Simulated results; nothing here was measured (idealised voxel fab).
Process module name: voxel self aligned contacts
Cross-sectional view cut (width: 195 nm; square cell size: 5 nm).
Think of the cross-section as a grid of square cells. We describe it in bands, top to bottom, and each band covers one or more rows of those cells. What a band's entry tells you: where the top is and where the bottom is, as heights in nm, and after that what lies inside, material by material from left to right, each with its width in nm. Empty space is written as the word "empty", and a single material marked with the word "full width" occupies the band from edge to edge. Heights are expressed relative to 0, this being the level below which the as-received wafer comprises one material exclusively. The lowest band is unbounded in the downward direction and is denoted as in "0 down". A width given as "30 to 40" starts at the first number in the band's top row and ends at the second number in its bottom row, shifting by an equal amount at every step from row to row. When a step is marked "identical to before", none of the cells in the cross-section changed during that step. "Listed closed voids" - sealed voids, min. 8 cells, no opening to top; format: width x height at distance (distance from left edge; nm throughout). Text after the settings on a step's line: the simulator's own remark on that step. "overlay nm" denotes, for a step that has a mask, the displacement of the mask to the right of its planned place, with negative values corresponding to the left. So the way this works: pairs, before and after one process step. The after picture only goes down to the lowest band that actually changed, nothing below. Step and its settings are under each pair. And watch out, pairs might come from different runs of this module, same starting wafer though, so a pair only follows on from the one above if its "Pre-step profile" entry tells you so.

[Pre-step profile]
    0 down  Si full width
    Listed closed voids: none

[Section, Post-Step]
    5 to 0  SiO2 full width
    At heights below 0, the structure remains unaltered.
    Listed closed voids: none
The step that takes the structure from the upper cross-section to the lower one is CONFORMAL_DEP [material SiO2] [thk nm 5]

Pre-step profile: we pick up right where the pair above leaves off, with its after cross-section.

[Section, Post-Step]
    25 to 5  polySi full width
    At heights below 5, the structure remains unaltered.
    Listed closed voids: none
The step that takes the structure from the upper cross-section to the lower one is DIRECTIONAL_DEP [material polySi] [thk nm 20]

Pre-step profile: we pick up right where the pair above leaves off, with its after cross-section.

[Section, Post-Step]
    40 to 25  SiN full width
    At heights below 25, the structure remains unaltered.
    Listed closed voids: none
The step that takes the structure from the upper cross-section to the lower one is DIRECTIONAL_DEP [material SiN] [thk nm 15]

Pre-step profile: we pick up right where the pair above leaves off, with its after cross-section.

[Section, Post-Step]
    55 to 40  empty 50, resist 30, empty 35, resist 30, empty 50
    At heights below 40, the structure remains unaltered.
    Listed closed voids: none
The step that takes the structure from the upper cross-section to the lower one is PATTERN [tone cover] [mask id GATE] [material resist] [width nm 30] [pitch nm 65] [thk nm 15] [overlay nm 0]

Pre-step profile: we pick up right where the pair above leaves off, with its after cross-section.

[Section, Post-Step]
    55 to 40  empty 50, resist 30, empty 35, resist 30, empty 50
    40 to 25  empty 50, SiN 30, empty 35, SiN 30, empty 50
    At heights below 25, the structure remains unaltered.
    Listed closed voids: none
The step that takes the structure from the upper cross-section to the lower one is DIRECTIONAL_ETCH [etch materials SiN] [depth nm 15]

Pre-step profile: we pick up right where the pair above leaves off, with its after cross-section.

[Section, Post-Step]
    55 to 40  empty 50, resist 30, empty 35, resist 30, empty 50
    40 to 25  empty 50, SiN 30, empty 35, SiN 30, empty 50
    25 to 5  empty 50, polySi 30, empty 35, polySi 30, empty 50
    At heights below 5, the structure remains unaltered.
    Listed closed voids: none
The step that takes the structure from the upper cross-section to the lower one is DIRECTIONAL_ETCH [etch materials polySi] [depth nm 20]

Pre-step profile: we pick up right where the pair above leaves off, with its after cross-section.

[Section, Post-Step]
    40 to 25  empty 50, SiN 30, empty 35, SiN 30, empty 50
    At heights below 25, the structure remains unaltered.
    Listed closed voids: none
The step that takes the structure from the upper cross-section to the lower one is STRIP [etch materials resist]

Pre-step profile: we pick up right where the pair above leaves off, with its after cross-section.

[Section, Post-Step]
    45 to 25  empty 45, SiN 40, empty 25, SiN 40, empty 45
    25 to 10  empty 45, SiN 5, polySi 30, SiN 5, empty 25, SiN 5, polySi 30, SiN 5, empty 45
    10 to 5  SiN 50, polySi 30, SiN 35, polySi 30, SiN 50
    At heights below 5, the structure remains unaltered.
    Listed closed voids: none
The step that takes the structure from the upper cross-section to the lower one is CONFORMAL_DEP [material SiN] [thk nm 5]

Pre-step profile: we pick up right where the pair above leaves off, with its after cross-section.

[Section, Post-Step]
    40 to 25  empty 45, SiN 40, empty 25, SiN 40, empty 45
    25 to 5  empty 45, SiN 5, polySi 30, SiN 5, empty 25, SiN 5, polySi 30, SiN 5, empty 45
    At heights below 5, the structure remains unaltered.
    Listed closed voids: none
The step that takes the structure from the upper cross-section to the lower one is DIRECTIONAL_ETCH [etch materials SiN] [depth nm 5]

Pre-step profile: we pick up right where the pair above leaves off, with its after cross-section.

[Section, Post-Step]
    55 to 40  SiO2 full width
    40 to 25  SiO2 45, SiN 40, SiO2 25, SiN 40, SiO2 45
    25 to 5  SiO2 45, SiN 5, polySi 30, SiN 5, SiO2 25, SiN 5, polySi 30, SiN 5, SiO2 45
    At heights below 5, the structure remains unaltered.
    Listed closed voids: none
The step that takes the structure from the upper cross-section to the lower one is FILL_DEP [material SiO2] [thk nm 15]

Pre-step profile: we pick up right where the pair above leaves off, with its after cross-section.

[Section, Post-Step]
    50 to 40  SiO2 full width
    At heights below 40, the structure remains unaltered.
    Listed closed voids: none
The step that takes the structure from the upper cross-section to the lower one is CMP [height nm 50]

Pre-step profile: we pick up right where the pair above leaves off, with its after cross-section.

[Section, Post-Step]
    70 to 50  resist 75, empty 45, resist 75
    At heights below 50, the structure remains unaltered.
    Listed closed voids: none
The step that takes the structure from the upper cross-section to the lower one is PATTERN [tone open] [mask id CONTACT] [material resist] [width nm 45] [thk nm 20] [overlay nm 0]

Pre-step profile: we pick up right where the pair above leaves off, with its after cross-section.

[Section, Post-Step]
    70 to 50  resist 75, empty 45, resist 75
    50 to 40  SiO2 75, empty 45, SiO2 75
    40 to 25  SiO2 45, SiN 40, empty 25, SiN 40, SiO2 45
    25 to 5  SiO2 45, SiN 5, polySi 30, SiN 5, empty 25, SiN 5, polySi 30, SiN 5, SiO2 45
    5 to 0  SiO2 85, empty 25, SiO2 85
    At heights below 0, the structure remains unaltered.
    Listed closed voids: none
The step that takes the structure from the upper cross-section to the lower one is DIRECTIONAL_ETCH [etch materials SiO2] [depth nm 50]

Pre-step profile: we pick up right where the pair above leaves off, with its after cross-section.

[Section, Post-Step]
    50 to 40  SiO2 75, empty 45, SiO2 75
    At heights below 40, the structure remains unaltered.
    Listed closed voids: none
The step that takes the structure from the upper cross-section to the lower one is STRIP [etch materials resist]

Pre-step profile: we pick up right where the pair above leaves off, with its after cross-section.

[Section, Post-Step]
    55 to 50  TiN 80, empty 35, TiN 80
    50 to 40  SiO2 75, TiN 5 to 15, empty 35 to 15, TiN 5 to 15, SiO2 75
    40 to 25  SiO2 45, SiN 40, TiN 5, empty 15, TiN 5, SiN 40, SiO2 45
    25 to 5  SiO2 45, SiN 5, polySi 30, SiN 5, TiN 5, empty 15, TiN 5, SiN 5, polySi 30, SiN 5, SiO2 45
    5 to 0  SiO2 85, TiN 25, SiO2 85
    At heights below 0, the structure remains unaltered.
    Listed closed voids: none
The step that takes the structure from the upper cross-section to the lower one is CONFORMAL_DEP [material TiN] [thk nm 5]

Pre-step profile: we pick up right where the pair above leaves off, with its after cross-section.

[Section, Post-Step]
    60 to 55  Ru full width
    55 to 50  TiN 80, Ru 35, TiN 80
    50 to 40  SiO2 75, TiN 5 to 15, Ru 35 to 15, TiN 5 to 15, SiO2 75
    40 to 25  SiO2 45, SiN 40, TiN 5, Ru 15, TiN 5, SiN 40, SiO2 45
    25 to 5  SiO2 45, SiN 5, polySi 30, SiN 5, TiN 5, Ru 15, TiN 5, SiN 5, polySi 30, SiN 5, SiO2 45
    At heights below 5, the structure remains unaltered.
    Listed closed voids: none
The step that takes the structure from the upper cross-section to the lower one is FILL_DEP [material Ru] [thk nm 5]

Pre-step profile: we pick up right where the pair above leaves off, with its after cross-section.

[Section, Post-Step]
    50 to 40  SiO2 75, TiN 5 to 15, Ru 35 to 15, TiN 5 to 15, SiO2 75
    At heights below 40, the structure remains unaltered.
    Listed closed voids: none
The step that takes the structure from the upper cross-section to the lower one is CMP [height nm 50]

Pre-step profile: we pick up right where the pair above leaves off, with its after cross-section.

[Section, Post-Step]
    55 to 50  SiCN full width
    At heights below 50, the structure remains unaltered.
    Listed closed voids: none
The step that takes the structure from the upper cross-section to the lower one is CONFORMAL_DEP [material SiCN] [thk nm 5]

[Pre-step profile]
    40 to 25  empty 50, SiN 30, empty 35, SiN 30, empty 50
    25 to 5  empty 50, polySi 30, empty 35, polySi 30, empty 50
    5 to 0  SiO2 full width
    0 down  Si full width
    Listed closed voids: none

[Section, Post-Step]
    35 to 25  empty 50, SiN 30, empty 35, SiN 30, empty 50
    At heights below 25, the structure remains unaltered.
    Listed closed voids: none
The step that takes the structure from the upper cross-section to the lower one is DIRECTIONAL_ETCH [etch materials SiN] [depth nm 5]

Pre-step profile: we pick up right where the pair above leaves off, with its after cross-section.

[Section, Post-Step]
    50 to 35  SiO2 full width
    35 to 25  SiO2 50, SiN 30, SiO2 35, SiN 30, SiO2 50
    25 to 5  SiO2 50, polySi 30, SiO2 35, polySi 30, SiO2 50
    At heights below 5, the structure remains unaltered.
    Listed closed voids: none
The step that takes the structure from the upper cross-section to the lower one is FILL_DEP [material SiO2] [thk nm 15]

Pre-step profile: we pick up right where the pair above leaves off, with its after cross-section.

[Section, Post-Step]
    70 to 50  resist 75, empty 45, resist 75
    At heights below 50, the structure remains unaltered.
    Listed closed voids: none
The step that takes the structure from the upper cross-section to the lower one is PATTERN [tone open] [mask id CONTACT] [material resist] [width nm 45] [thk nm 20] [overlay nm 0]

Pre-step profile: we pick up right where the pair above leaves off, with its after cross-section.

[Section, Post-Step]
    70 to 50  resist 75, empty 45, resist 75
    50 to 35  SiO2 75, empty 45, SiO2 75
    35 to 25  SiO2 50, SiN 30, empty 35, SiN 30, SiO2 50
    25 to 5  SiO2 50, polySi 30, empty 35, polySi 30, SiO2 50
    5 to 0  SiO2 80, empty 35, SiO2 80
    At heights below 0, the structure remains unaltered.
    Listed closed voids: none
The step that takes the structure from the upper cross-section to the lower one is DIRECTIONAL_ETCH [etch materials SiO2] [depth nm 50]

Pre-step profile: we pick up right where the pair above leaves off, with its after cross-section.

[Section, Post-Step]
    50 to 35  SiO2 75, empty 45, SiO2 75
    At heights below 35, the structure remains unaltered.
    Listed closed voids: none
The step that takes the structure from the upper cross-section to the lower one is STRIP [etch materials resist]

Pre-step profile: we pick up right where the pair above leaves off, with its after cross-section.

[Section, Post-Step]
    55 to 50  TiN 80, empty 35, TiN 80
    50 to 40  SiO2 75, TiN 5, empty 35, TiN 5, SiO2 75
    40 to 35  SiO2 75, TiN 10, empty 25, TiN 10, SiO2 75
    35 to 25  SiO2 50, SiN 30, TiN 5, empty 25, TiN 5, SiN 30, SiO2 50
    25 to 5  SiO2 50, polySi 30, TiN 5, empty 25, TiN 5, polySi 30, SiO2 50
    5 to 0  SiO2 80, TiN 35, SiO2 80
    At heights below 0, the structure remains unaltered.
    Listed closed voids: none
The step that takes the structure from the upper cross-section to the lower one is CONFORMAL_DEP [material TiN] [thk nm 5]

Pre-step profile: we pick up right where the pair above leaves off, with its after cross-section.

[Section, Post-Step]
    60 to 55  Ru full width
    55 to 50  TiN 80, Ru 35, TiN 80
    50 to 40  SiO2 75, TiN 5, Ru 35, TiN 5, SiO2 75
    40 to 35  SiO2 75, TiN 10, Ru 25, TiN 10, SiO2 75
    35 to 25  SiO2 50, SiN 30, TiN 5, Ru 25, TiN 5, SiN 30, SiO2 50
    25 to 5  SiO2 50, polySi 30, TiN 5, Ru 25, TiN 5, polySi 30, SiO2 50
    At heights below 5, the structure remains unaltered.
    Listed closed voids: none
The step that takes the structure from the upper cross-section to the lower one is FILL_DEP [material Ru] [thk nm 5]

Pre-step profile: we pick up right where the pair above leaves off, with its after cross-section.

[Section, Post-Step]
    50 to 40  SiO2 75, TiN 5, Ru 35, TiN 5, SiO2 75
    At heights below 40, the structure remains unaltered.
    Listed closed voids: none
The step that takes the structure from the upper cross-section to the lower one is CMP [height nm 50]

Pre-step profile: we pick up right where the pair above leaves off, with its after cross-section.

[Section, Post-Step]
    55 to 50  SiCN full width
    At heights below 50, the structure remains unaltered.
    Listed closed voids: none
The step that takes the structure from the upper cross-section to the lower one is CONFORMAL_DEP [material SiCN] [thk nm 5]

[Pre-step profile]
    40 to 25  SiN full width
    25 to 5  polySi full width
    5 to 0  SiO2 full width
    0 down  Si full width
    Listed closed voids: none

[Section, Post-Step]
    55 to 25  SiN full width
    At heights below 25, the structure remains unaltered.
    Listed closed voids: none
The step that takes the structure from the upper cross-section to the lower one is DIRECTIONAL_DEP [material SiN] [thk nm 15]

Pre-step profile: we pick up right where the pair above leaves off, with its after cross-section.

[Section, Post-Step]
    70 to 55  empty 50, resist 30, empty 35, resist 30, empty 50
    At heights below 55, the structure remains unaltered.
    Listed closed voids: none
The step that takes the structure from the upper cross-section to the lower one is PATTERN [tone cover] [mask id GATE] [material resist] [width nm 30] [pitch nm 65] [thk nm 15] [overlay nm 0]

Pre-step profile: we pick up right where the pair above leaves off, with its after cross-section.

[Section, Post-Step]
    70 to 55  empty 50, resist 30, empty 35, resist 30, empty 50
    55 to 40  empty 50, SiN 30, empty 35, SiN 30, empty 50
    At heights below 40, the structure remains unaltered.
    Listed closed voids: none
The step that takes the structure from the upper cross-section to the lower one is DIRECTIONAL_ETCH [etch materials SiN] [depth nm 15]

Pre-step profile: we pick up right where the pair above leaves off, with its after cross-section.

[Section, Post-Step]
    55 to 40  empty 50, SiN 30, empty 35, SiN 30, empty 50
    At heights below 40, the structure remains unaltered.
    Listed closed voids: none
The step that takes the structure from the upper cross-section to the lower one is STRIP [etch materials resist]

Pre-step profile: we pick up right where the pair above leaves off, with its after cross-section.

[Section, Post-Step]
    60 to 45  empty 45, SiN 40, empty 25, SiN 40, empty 45
    45 to 25  SiN full width
    At heights below 25, the structure remains unaltered.
    Listed closed voids: none
The step that takes the structure from the upper cross-section to the lower one is CONFORMAL_DEP [material SiN] [thk nm 5]

Pre-step profile: we pick up right where the pair above leaves off, with its after cross-section.

[Section, Post-Step]
    55 to 40  empty 45, SiN 40, empty 25, SiN 40, empty 45
    At heights below 40, the structure remains unaltered.
    Listed closed voids: none
The step that takes the structure from the upper cross-section to the lower one is DIRECTIONAL_ETCH [etch materials SiN] [depth nm 5]

Pre-step profile: we pick up right where the pair above leaves off, with its after cross-section.

[Section, Post-Step]
    70 to 55  SiO2 full width
    55 to 40  SiO2 45, SiN 40, SiO2 25, SiN 40, SiO2 45
    At heights below 40, the structure remains unaltered.
    Listed closed voids: none
The step that takes the structure from the upper cross-section to the lower one is FILL_DEP [material SiO2] [thk nm 15]

Pre-step profile: we pick up right where the pair above leaves off, with its after cross-section.

[Section, Post-Step]
    50 to 40  SiO2 45, SiN 40, SiO2 25, SiN 40, SiO2 45
    At heights below 40, the structure remains unaltered.
    Listed closed voids: none
The step that takes the structure from the upper cross-section to the lower one is CMP [height nm 50]

Pre-step profile: we pick up right where the pair above leaves off, with its after cross-section.

[Section, Post-Step]
    70 to 50  resist 75, empty 45, resist 75
    At heights below 50, the structure remains unaltered.
    Listed closed voids: none
The step that takes the structure from the upper cross-section to the lower one is PATTERN [tone open] [mask id CONTACT] [material resist] [width nm 45] [thk nm 20] [overlay nm 0]

Pre-step profile: we pick up right where the pair above leaves off, with its after cross-section.

[Section, Post-Step]
    70 to 50  resist 75, empty 45, resist 75
    50 to 40  SiO2 45, SiN 40, empty 25, SiN 40, SiO2 45
    At heights below 40, the structure remains unaltered.
    Listed closed voids: none
The step that takes the structure from the upper cross-section to the lower one is DIRECTIONAL_ETCH [etch materials SiO2] [depth nm 50]

Pre-step profile: we pick up right where the pair above leaves off, with its after cross-section.

[Section, Post-Step]
    50 to 40  SiO2 45, SiN 40, empty 25, SiN 40, SiO2 45
    At heights below 40, the structure remains unaltered.
    Listed closed voids: none
The step that takes the structure from the upper cross-section to the lower one is STRIP [etch materials resist]

Pre-step profile: we pick up right where the pair above leaves off, with its after cross-section.

[Section, Post-Step]
    55 to 50  TiN 90, empty 15, TiN 90
    50 to 45  SiO2 45, SiN 40, TiN 5, empty 15, TiN 5, SiN 40, SiO2 45
    45 to 40  SiO2 45, SiN 40, TiN 25, SiN 40, SiO2 45
    At heights below 40, the structure remains unaltered.
    Listed closed voids: none
The step that takes the structure from the upper cross-section to the lower one is CONFORMAL_DEP [material TiN] [thk nm 5]

Pre-step profile: we pick up right where the pair above leaves off, with its after cross-section.

[Section, Post-Step]
    60 to 55  Ru full width
    55 to 50  TiN 90, Ru 15, TiN 90
    50 to 45  SiO2 45, SiN 40, TiN 5, Ru 15, TiN 5, SiN 40, SiO2 45
    At heights below 45, the structure remains unaltered.
    Listed closed voids: none
The step that takes the structure from the upper cross-section to the lower one is FILL_DEP [material Ru] [thk nm 5]

Pre-step profile: we pick up right where the pair above leaves off, with its after cross-section.

[Section, Post-Step]
    50 to 45  SiO2 45, SiN 40, TiN 5, Ru 15, TiN 5, SiN 40, SiO2 45
    At heights below 45, the structure remains unaltered.
    Listed closed voids: none
The step that takes the structure from the upper cross-section to the lower one is CMP [height nm 50]

Pre-step profile: we pick up right where the pair above leaves off, with its after cross-section.

[Section, Post-Step]
    55 to 50  SiCN full width
    At heights below 50, the structure remains unaltered.
    Listed closed voids: none
The step that takes the structure from the upper cross-section to the lower one is CONFORMAL_DEP [material SiCN] [thk nm 5]

[Pre-step profile]
    35 to 25  empty 50, SiN 30, empty 35, SiN 30, empty 50
    25 to 5  empty 50, polySi 30, empty 35, polySi 30, empty 50
    5 to 0  SiO2 full width
    0 down  Si full width
    Listed closed voids: none

[Section, Post-Step]
    40 to 25  empty 45, SiN 40, empty 25, SiN 40, empty 45
    25 to 10  empty 45, SiN 5, polySi 30, SiN 5, empty 25, SiN 5, polySi 30, SiN 5, empty 45
    10 to 5  SiN 50, polySi 30, SiN 35, polySi 30, SiN 50
    At heights below 5, the structure remains unaltered.
    Listed closed voids: none
The step that takes the structure from the upper cross-section to the lower one is CONFORMAL_DEP [material SiN] [thk nm 5]

Pre-step profile: we pick up right where the pair above leaves off, with its after cross-section.

[Section, Post-Step]
    55 to 40  SiO2 full width
    40 to 25  SiO2 45, SiN 40, SiO2 25, SiN 40, SiO2 45
    25 to 10  SiO2 45, SiN 5, polySi 30, SiN 5, SiO2 25, SiN 5, polySi 30, SiN 5, SiO2 45
    At heights below 10, the structure remains unaltered.
    Listed closed voids: none
The step that takes the structure from the upper cross-section to the lower one is FILL_DEP [material SiO2] [thk nm 15]

Pre-step profile: we pick up right where the pair above leaves off, with its after cross-section.

[Section, Post-Step]
    50 to 40  SiO2 full width
    At heights below 40, the structure remains unaltered.
    Listed closed voids: none
The step that takes the structure from the upper cross-section to the lower one is CMP [height nm 50]

Pre-step profile: we pick up right where the pair above leaves off, with its after cross-section.

[Section, Post-Step]
    70 to 50  resist 75, empty 45, resist 75
    At heights below 50, the structure remains unaltered.
    Listed closed voids: none
The step that takes the structure from the upper cross-section to the lower one is PATTERN [tone open] [mask id CONTACT] [material resist] [width nm 45] [thk nm 20] [overlay nm 0]

Pre-step profile: we pick up right where the pair above leaves off, with its after cross-section.

[Section, Post-Step]
    70 to 50  resist 75, empty 45, resist 75
    50 to 40  SiO2 75, empty 45, SiO2 75
    40 to 25  SiO2 45, SiN 40, empty 25, SiN 40, SiO2 45
    25 to 10  SiO2 45, SiN 5, polySi 30, SiN 5, empty 25, SiN 5, polySi 30, SiN 5, SiO2 45
    At heights below 10, the structure remains unaltered.
    Listed closed voids: none
The step that takes the structure from the upper cross-section to the lower one is DIRECTIONAL_ETCH [etch materials SiO2] [depth nm 50]

Pre-step profile: we pick up right where the pair above leaves off, with its after cross-section.

[Section, Post-Step]
    50 to 40  SiO2 75, empty 45, SiO2 75
    At heights below 40, the structure remains unaltered.
    Listed closed voids: none
The step that takes the structure from the upper cross-section to the lower one is STRIP [etch materials resist]

Pre-step profile: we pick up right where the pair above leaves off, with its after cross-section.

[Section, Post-Step]
    55 to 50  TiN 80, empty 35, TiN 80
    50 to 40  SiO2 75, TiN 5 to 15, empty 35 to 15, TiN 5 to 15, SiO2 75
    40 to 25  SiO2 45, SiN 40, TiN 5, empty 15, TiN 5, SiN 40, SiO2 45
    25 to 15  SiO2 45, SiN 5, polySi 30, SiN 5, TiN 5, empty 15, TiN 5, SiN 5, polySi 30, SiN 5, SiO2 45
    15 to 10  SiO2 45, SiN 5, polySi 30, SiN 5, TiN 25, SiN 5, polySi 30, SiN 5, SiO2 45
    At heights below 10, the structure remains unaltered.
    Listed closed voids: none
The step that takes the structure from the upper cross-section to the lower one is CONFORMAL_DEP [material TiN] [thk nm 5]

Pre-step profile: we pick up right where the pair above leaves off, with its after cross-section.

[Section, Post-Step]
    60 to 55  Ru full width
    55 to 50  TiN 80, Ru 35, TiN 80
    50 to 40  SiO2 75, TiN 5 to 15, Ru 35 to 15, TiN 5 to 15, SiO2 75
    40 to 25  SiO2 45, SiN 40, TiN 5, Ru 15, TiN 5, SiN 40, SiO2 45
    25 to 15  SiO2 45, SiN 5, polySi 30, SiN 5, TiN 5, Ru 15, TiN 5, SiN 5, polySi 30, SiN 5, SiO2 45
    At heights below 15, the structure remains unaltered.
    Listed closed voids: none
The step that takes the structure from the upper cross-section to the lower one is FILL_DEP [material Ru] [thk nm 5]

Pre-step profile: we pick up right where the pair above leaves off, with its after cross-section.

[Section, Post-Step]
    50 to 40  SiO2 75, TiN 5 to 15, Ru 35 to 15, TiN 5 to 15, SiO2 75
    At heights below 40, the structure remains unaltered.
    Listed closed voids: none
The step that takes the structure from the upper cross-section to the lower one is CMP [height nm 50]

Pre-step profile: we pick up right where the pair above leaves off, with its after cross-section.

[Section, Post-Step]
    55 to 50  SiCN full width
    At heights below 50, the structure remains unaltered.
    Listed closed voids: none
The step that takes the structure from the upper cross-section to the lower one is CONFORMAL_DEP [material SiCN] [thk nm 5]

[Pre-step profile]
    25 to 5  polySi full width
    5 to 0  SiO2 full width
    0 down  Si full width
    Listed closed voids: none

[Section, Post-Step]
    50 to 25  SiN full width
    At heights below 25, the structure remains unaltered.
    Listed closed voids: none
The step that takes the structure from the upper cross-section to the lower one is DIRECTIONAL_DEP [material SiN] [thk nm 25]

Pre-step profile: we pick up right where the pair above leaves off, with its after cross-section.

[Section, Post-Step]
    65 to 50  empty 50, resist 30, empty 35, resist 30, empty 50
    At heights below 50, the structure remains unaltered.
    Listed closed voids: none
The step that takes the structure from the upper cross-section to the lower one is PATTERN [tone cover] [mask id GATE] [material resist] [width nm 30] [pitch nm 65] [thk nm 15] [overlay nm 0]

Pre-step profile: we pick up right where the pair above leaves off, with its after cross-section.

[Section, Post-Step]
    65 to 50  empty 50, resist 30, empty 35, resist 30, empty 50
    50 to 35  empty 50, SiN 30, empty 35, SiN 30, empty 50
    At heights below 35, the structure remains unaltered.
    Listed closed voids: none
The step that takes the structure from the upper cross-section to the lower one is DIRECTIONAL_ETCH [etch materials SiN] [depth nm 15]

Pre-step profile: we pick up right where the pair above leaves off, with its after cross-section.

[Section, Post-Step]
    50 to 35  empty 50, SiN 30, empty 35, SiN 30, empty 50
    At heights below 35, the structure remains unaltered.
    Listed closed voids: none
The step that takes the structure from the upper cross-section to the lower one is STRIP [etch materials resist]

Pre-step profile: we pick up right where the pair above leaves off, with its after cross-section.

[Section, Post-Step]
    55 to 40  empty 45, SiN 40, empty 25, SiN 40, empty 45
    40 to 25  SiN full width
    At heights below 25, the structure remains unaltered.
    Listed closed voids: none
The step that takes the structure from the upper cross-section to the lower one is CONFORMAL_DEP [material SiN] [thk nm 5]

Pre-step profile: we pick up right where the pair above leaves off, with its after cross-section.

[Section, Post-Step]
    50 to 35  empty 45, SiN 40, empty 25, SiN 40, empty 45
    At heights below 35, the structure remains unaltered.
    Listed closed voids: none
The step that takes the structure from the upper cross-section to the lower one is DIRECTIONAL_ETCH [etch materials SiN] [depth nm 5]

Pre-step profile: we pick up right where the pair above leaves off, with its after cross-section.

[Section, Post-Step]
    65 to 50  SiO2 full width
    50 to 35  SiO2 45, SiN 40, SiO2 25, SiN 40, SiO2 45
    At heights below 35, the structure remains unaltered.
    Listed closed voids: none
The step that takes the structure from the upper cross-section to the lower one is FILL_DEP [material SiO2] [thk nm 15]

Pre-step profile: we pick up right where the pair above leaves off, with its after cross-section.

[Section, Post-Step]
    50 to 35  SiO2 45, SiN 40, SiO2 25, SiN 40, SiO2 45
    At heights below 35, the structure remains unaltered.
    Listed closed voids: none
The step that takes the structure from the upper cross-section to the lower one is CMP [height nm 50]

Pre-step profile: we pick up right where the pair above leaves off, with its after cross-section.

[Section, Post-Step]
    70 to 50  resist 75, empty 45, resist 75
    At heights below 50, the structure remains unaltered.
    Listed closed voids: none
The step that takes the structure from the upper cross-section to the lower one is PATTERN [tone open] [mask id CONTACT] [material resist] [width nm 45] [thk nm 20] [overlay nm 0]

Pre-step profile: we pick up right where the pair above leaves off, with its after cross-section.

[Section, Post-Step]
    70 to 50  resist 75, empty 45, resist 75
    50 to 35  SiO2 45, SiN 40, empty 25, SiN 40, SiO2 45
    At heights below 35, the structure remains unaltered.
    Listed closed voids: none
The step that takes the structure from the upper cross-section to the lower one is DIRECTIONAL_ETCH [etch materials SiO2] [depth nm 50]

Pre-step profile: we pick up right where the pair above leaves off, with its after cross-section.

[Section, Post-Step]
    50 to 35  SiO2 45, SiN 40, empty 25, SiN 40, SiO2 45
    At heights below 35, the structure remains unaltered.
    Listed closed voids: none
The step that takes the structure from the upper cross-section to the lower one is STRIP [etch materials resist]

Pre-step profile: we pick up right where the pair above leaves off, with its after cross-section.

[Section, Post-Step]
    55 to 50  TiN 90, empty 15, TiN 90
    50 to 40  SiO2 45, SiN 40, TiN 5, empty 15, TiN 5, SiN 40, SiO2 45
    40 to 35  SiO2 45, SiN 40, TiN 25, SiN 40, SiO2 45
    At heights below 35, the structure remains unaltered.
    Listed closed voids: none
The step that takes the structure from the upper cross-section to the lower one is CONFORMAL_DEP [material TiN] [thk nm 5]

Pre-step profile: we pick up right where the pair above leaves off, with its after cross-section.

[Section, Post-Step]
    60 to 55  Ru full width
    55 to 50  TiN 90, Ru 15, TiN 90
    50 to 40  SiO2 45, SiN 40, TiN 5, Ru 15, TiN 5, SiN 40, SiO2 45
    At heights below 40, the structure remains unaltered.
    Listed closed voids: none
The step that takes the structure from the upper cross-section to the lower one is FILL_DEP [material Ru] [thk nm 5]

Pre-step profile: we pick up right where the pair above leaves off, with its after cross-section.

[Section, Post-Step]
    50 to 40  SiO2 45, SiN 40, TiN 5, Ru 15, TiN 5, SiN 40, SiO2 45
    At heights below 40, the structure remains unaltered.
    Listed closed voids: none
The step that takes the structure from the upper cross-section to the lower one is CMP [height nm 50]

Pre-step profile: we pick up right where the pair above leaves off, with its after cross-section.

[Section, Post-Step]
    55 to 50  SiCN full width
    At heights below 50, the structure remains unaltered.
    Listed closed voids: none
The step that takes the structure from the upper cross-section to the lower one is CONFORMAL_DEP [material SiCN] [thk nm 5]

[Pre-step profile]
    40 to 25  SiN full width
    25 to 5  polySi full width
    5 to 0  SiO2 full width
    0 down  Si full width
    Listed closed voids: none

[Section, Post-Step]
    55 to 40  empty 45, resist 40, empty 25, resist 40, empty 45
    At heights below 40, the structure remains unaltered.
    Listed closed voids: none
The step that takes the structure from the upper cross-section to the lower one is PATTERN [tone cover] [mask id GATE] [material resist] [width nm 40] [pitch nm 65] [thk nm 15] [overlay nm 0]

Pre-step profile: we pick up right where the pair above leaves off, with its after cross-section.

[Section, Post-Step]
    55 to 40  empty 45, resist 40, empty 25, resist 40, empty 45
    40 to 25  empty 45, SiN 40, empty 25, SiN 40, empty 45
    At heights below 25, the structure remains unaltered.
    Listed closed voids: none
The step that takes the structure from the upper cross-section to the lower one is DIRECTIONAL_ETCH [etch materials SiN] [depth nm 15]

Pre-step profile: we pick up right where the pair above leaves off, with its after cross-section.

[Section, Post-Step]
    55 to 40  empty 45, resist 40, empty 25, resist 40, empty 45
    40 to 25  empty 45, SiN 40, empty 25, SiN 40, empty 45
    25 to 5  empty 45, polySi 40, empty 25, polySi 40, empty 45
    At heights below 5, the structure remains unaltered.
    Listed closed voids: none
The step that takes the structure from the upper cross-section to the lower one is DIRECTIONAL_ETCH [etch materials polySi] [depth nm 20]

Pre-step profile: we pick up right where the pair above leaves off, with its after cross-section.

[Section, Post-Step]
    40 to 25  empty 45, SiN 40, empty 25, SiN 40, empty 45
    At heights below 25, the structure remains unaltered.
    Listed closed voids: none
The step that takes the structure from the upper cross-section to the lower one is STRIP [etch materials resist]

Pre-step profile: we pick up right where the pair above leaves off, with its after cross-section.

[Section, Post-Step]
    45 to 25  empty 40, SiN 50, empty 15, SiN 50, empty 40
    25 to 10  empty 40, SiN 5, polySi 40, SiN 5, empty 15, SiN 5, polySi 40, SiN 5, empty 40
    10 to 5  SiN 45, polySi 40, SiN 25, polySi 40, SiN 45
    At heights below 5, the structure remains unaltered.
    Listed closed voids: none
The step that takes the structure from the upper cross-section to the lower one is CONFORMAL_DEP [material SiN] [thk nm 5]

Pre-step profile: we pick up right where the pair above leaves off, with its after cross-section.

[Section, Post-Step]
    40 to 25  empty 40, SiN 50, empty 15, SiN 50, empty 40
    25 to 5  empty 40, SiN 5, polySi 40, SiN 5, empty 15, SiN 5, polySi 40, SiN 5, empty 40
    At heights below 5, the structure remains unaltered.
    Listed closed voids: none
The step that takes the structure from the upper cross-section to the lower one is DIRECTIONAL_ETCH [etch materials SiN] [depth nm 5]

Pre-step profile: we pick up right where the pair above leaves off, with its after cross-section.

[Section, Post-Step]
    55 to 40  SiO2 full width
    40 to 25  SiO2 40, SiN 50, SiO2 15, SiN 50, SiO2 40
    25 to 5  SiO2 40, SiN 5, polySi 40, SiN 5, SiO2 15, SiN 5, polySi 40, SiN 5, SiO2 40
    At heights below 5, the structure remains unaltered.
    Listed closed voids: none
The step that takes the structure from the upper cross-section to the lower one is FILL_DEP [material SiO2] [thk nm 15]

Pre-step profile: we pick up right where the pair above leaves off, with its after cross-section.

[Section, Post-Step]
    50 to 40  SiO2 full width
    At heights below 40, the structure remains unaltered.
    Listed closed voids: none
The step that takes the structure from the upper cross-section to the lower one is CMP [height nm 50]
